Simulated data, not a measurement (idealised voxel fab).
Herein follows the process module entitled voxel self aligned contacts.
FYI the section here is cut, 220 nm wide, cells are 5 nm squares.
For the purposes of this document, a cross-section shall be understood as a grid of square cells, specified as bands listed in top-to-bottom order, each band consisting of one or more rows of cells.
Look at the band entry: it leads with the top's height and the bottom's height in nm. Then it lists the materials left to right, with a width in nm for each. The word "edge to edge" on a single material says that material fills the band edge to edge. The word "air" is empty space.
Heights are expressed relative to 0, this being the level below which the as-received wafer comprises one material exclusively. The lowest band is unbounded in the downward direction and is denoted as in "0..down".
Note: "30 to 40" means the width goes from the first number (top row of the band) to the second number (bottom row) in equal steps per row of cells.
When a step is marked "stayed the same", none of the cells in the cross-section changed during that step.
Reported under the label "Fully enclosed voids" are the empty spaces having no open way to the top and comprising 8 cells or more; the notation for each is width x height at distance, in which the distance is measured from the left edge and all three values are in nm.
What comes after the settings on a step's line is commentary from the simulator itself on that step.
You can add "overlay nm" to a step's line. For a step with a mask, it describes how far the mask lay to the right of its planned position, and a negative number describes a lay to the left.

### Process steps (planned)
- 1: RECEIVE | material Si
- 2: CONFORMAL_DEP | material SiO2 | thk nm 5
- 3: DIRECTIONAL_DEP | material polySi | thk nm 25
- 4: DIRECTIONAL_DEP | material SiN | thk nm 25
- 5: DIRECTIONAL_DEP | material aC | thk nm 15
- 6: PATTERN | tone cover | mask id GATE | material resist | width nm 25 | pitch nm 70 | thk nm 30 | overlay nm 0
- 7: DIRECTIONAL_ETCH | etch materials aC | depth nm 15
- 8: STRIP | etch materials resist
- 9: DIRECTIONAL_ETCH | etch materials SiN | depth nm 25
- 10: DIRECTIONAL_ETCH | etch materials polySi | depth nm 25
- 11: STRIP | etch materials aC
- 12: CONFORMAL_DEP | material SiN | thk nm 10
- 13: DIRECTIONAL_ETCH | etch materials SiN | depth nm 10
- 14: FILL_DEP | material SiO2 | thk nm 20
- 15: CMP | height nm 65
- 16: PATTERN | tone open | mask id CONTACT | material resist | width nm 55 | thk nm 20 | overlay nm 0
- 17: DIRECTIONAL_ETCH | etch materials SiO2 | depth nm 65
- 18: STRIP | etch materials resist
- 19: CONFORMAL_DEP | material TiN | thk nm 5
- 20: FILL_DEP | material W | thk nm 10
- 21: CMP | height nm 65
- 22: CONFORMAL_DEP | material SiN | thk nm 5

### Shown in cross-section is the wafer as received, that is, as it stands after step 1
  0..down = Si edge to edge
  Fully enclosed voids: none

### Look at the cross-section after the module: the wafer started out the way shown above and the plan was the one shown above, yet one mistake was made along the way
  70..65 = SiN edge to edge
  65..60 = 85 nm TiN / 45 nm W / 90 nm TiN
  60..55 = 80 nm SiO2 / 20 nm TiN / 15 nm W / 20 nm TiN / 85 nm SiO2
  55..30 = 50 nm SiO2 / 45 nm SiN / 5 nm TiN / 15 nm W / 5 nm TiN / 45 nm SiN / 55 nm SiO2
  30..5 = 50 nm SiO2 / 10 nm SiN / 25 nm polySi / 10 nm SiN / 5 nm TiN / 15 nm W / 5 nm TiN / 10 nm SiN / 25 nm polySi / 10 nm SiN / 55 nm SiO2
  5..0 = 95 nm SiO2 / 25 nm TiN / 100 nm SiO2
  0..down = Si edge to edge
  Fully enclosed voids: none
What was done differently from what was planned? step 15 off recipe, ran as CMP | height nm 60
